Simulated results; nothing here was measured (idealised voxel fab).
Title: Process Module voxel spacer lines
For reference, the cross-section in this document is cut, with width 245 nm and square cells of 5 nm.
How to read a cross-section here: the picture is a grid of square cells, written as bands going from the top down, and any band can span one or more rows of cells. Heights first: top, then bottom, in nm. Then materials, left to right, each with a width in nm. "everywhere" on a single material: fills the band edge to edge. "air": empty space. The level at which height equals 0 is the one under which the wafer, as it arrives, is entirely one material. No lower edge exists for the bottom band, which continues downward and is notated as in "top 0, no bottom". A two-number width, for instance "30 to 40", indicates that the width is equal to the first number in the top row of the band and to the second number in the bottom row, and that it changes by a constant amount per row of cells. Any step labelled "no alteration" changed none of the cells in the cross-section. Voids not open to the top, 8 cells minimum: see "Sealed voids". Written width x height at distance; distance is from the left edge; nm. Where a step's line continues beyond its settings, the continuation is a remark by the simulator itself on that step. If you see "overlay nm" on a step's line and that step has a mask, it's telling you how far right of where it was planned the mask ended up; a negative number means it went left instead.
-- Set out below are the planned steps of the process
1: RECEIVE,material Si
2: CONFORMAL_DEP,material Al2O3,thk nm 10
3: DIRECTIONAL_DEP,material SiN,thk nm 20
4: DIRECTIONAL_DEP,material aC,thk nm 20
5: PATTERN,tone cover,mask id MANDREL,material resist,width nm 25,pitch nm 70,thk nm 30,overlay nm 0
6: DIRECTIONAL_ETCH,etch materials aC,depth nm 20
7: STRIP,etch materials resist
8: CONFORMAL_DEP,material SiO2,thk nm 5
9: DIRECTIONAL_ETCH,etch materials SiO2,depth nm 10
10: STRIP,etch materials aC
11: DIRECTIONAL_ETCH,etch materials SiN,depth nm 20
12: STRIP,etch materials SiO2
The wafers in this document start out alike and differ in the thk nm applied at step 8; the plan shows the value used for the first wafer.
-- First of several wafers (as received, post step 1), cross-sectional view
* top 0, no bottom = Si everywhere
* Sealed voids: none
-- Quick look at the cross-section of the first of several wafers after step 12, which wraps up the module
* top 30, bottom 10 = 70 air  5 SiN  25 air  5 SiN  35 air  5 SiN  25 air  5 SiN  70 air
* top 10, bottom 0 = Al2O3 everywhere
* top 0, no bottom = Si everywhere
* Sealed voids: none
-- Here we cross-sectioned the last of the wafers once the module was done
* top 50, bottom 30 = 75 air  25 aC  45 air  25 aC  75 air
* top 30, bottom 10 = SiN everywhere
* top 10, bottom 0 = Al2O3 everywhere
* top 0, no bottom = Si everywhere
* Sealed voids: none
-- What follows is a table in which each wafer occupies a row; for the wafer as it stands at the close of the module, the row states, material by material, how many cells have been gained (+) or lost (-) since receipt, and then gives its closed voids
thk nm 5 | +98 Al2O3 | +16 SiN | Sealed voids: none
thk nm 10 | +98 Al2O3 | +32 SiN | Sealed voids: none
thk nm 15 | +98 Al2O3 | +196 SiN | +40 aC | Sealed voids: none
thk nm 20 | +98 Al2O3 | +196 SiN | +40 aC | Sealed voids: none
thk nm 25 | +98 Al2O3 | +196 SiN | +40 aC | Sealed voids: none
